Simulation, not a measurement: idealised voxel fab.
process module | voxel self aligned contacts
cross-section cut | 260 nm wide | cells 5 nm
A cross-section is a grid of square cells, given in bands from the top down. A band is one or more rows of cells.
Each band's line starts with the height of the band's top and of its bottom, in nm. Then come its materials from left to right, each with its width in nm. One material with "throughout" fills the band from edge to edge. "air" is empty space.
Height 0 is the level under which the wafer as received is all one material. The lowest band goes on downwards, as in "0 down".
A width such as "30 to 40" changes by the same amount from each row of cells to the next, from the band's top row to its bottom row.
"no change" after a step means that no cell of the cross-section changed.
closed voids: empty space of 8 cells or more with no open way to the top, each as width x height at its distance from the left edge, in nm
after a step's settings: what the simulator itself notes on the step
overlay nm, on a step with a mask: how far to the right of its planned place the mask lay; to the left if negative
plan
1 op RECEIVE | material Si
2 op CONFORMAL_DEP | material SiO2 | thk nm 5
3 op DIRECTIONAL_DEP | material polySi | thk nm 25
4 op DIRECTIONAL_DEP | material SiN | thk nm 25
5 op PATTERN | tone cover | mask id GATE | material resist | width nm 25 | pitch nm 70 | thk nm 20 | overlay nm 0
6 op DIRECTIONAL_ETCH | etch materials SiN | depth nm 25
7 op DIRECTIONAL_ETCH | etch materials polySi | depth nm 25
8 op STRIP | etch materials resist
9 op CONFORMAL_DEP | material SiN | thk nm 10
10 op DIRECTIONAL_ETCH | etch materials SiN | depth nm 10
11 op FILL_DEP | material SiO2 | thk nm 20
12 op CMP | height nm 65
13 op MASKED_ETCH | tone open | mask id CONTACT | width nm 55 | etch materials SiO2 | depth nm 65 | overlay nm 0
14 op CONFORMAL_DEP | material TiN | thk nm 5
15 op FILL_DEP | material Ru | thk nm 5
16 op CMP | height nm 65
17 op CONFORMAL_DEP | material SiN | thk nm 5
as received, after step 1
  0 down: Si throughout
  closed voids: none
first wafer at the end, as planned
  70 to 65: SiN throughout
  65 to 55: SiO2 100 | TiN 5 to 20 | Ru 45 to 15 | TiN 5 to 20 | SiO2 105
  55 to 30: SiO2 70 | SiN 45 | TiN 5 | Ru 15 | TiN 5 | SiN 45 | SiO2 75
  30 to 5: SiO2 70 | SiN 10 | polySi 25 | SiN 10 | TiN 5 | Ru 15 | TiN 5 | SiN 10 | polySi 25 | SiN 10 | SiO2 75
  5 to 0: SiO2 115 | TiN 25 | SiO2 120
  0 down: Si throughout
  closed voids: none
second wafer at the end: like start, like plan, one mistake
  70 to 65: SiN throughout
  65 to 55: SiO2 70 | SiN 45 | TiN 5 | Ru 15 | TiN 5 | SiN 45 | SiO2 75
  55 to 35: SiO2 70 | SiN 10 | polySi 25 | SiN 10 | TiN 5 | Ru 15 | TiN 5 | SiN 10 | polySi 25 | SiN 10 | SiO2 75
  35 to 30: SiO2 70 | SiN 10 | polySi 25 | SiN 10 | TiN 25 | SiN 10 | polySi 25 | SiN 10 | SiO2 75
  30 to 5: polySi throughout
  5 to 0: SiO2 throughout
  0 down: Si throughout
  closed voids: none
what went wrong: step 3 was run twice
at the end the second wafer has, in cells: 24 fewer of Ru | 54 fewer of SiN | 164 fewer of SiO2 | 18 fewer of TiN | 260 more of polySi
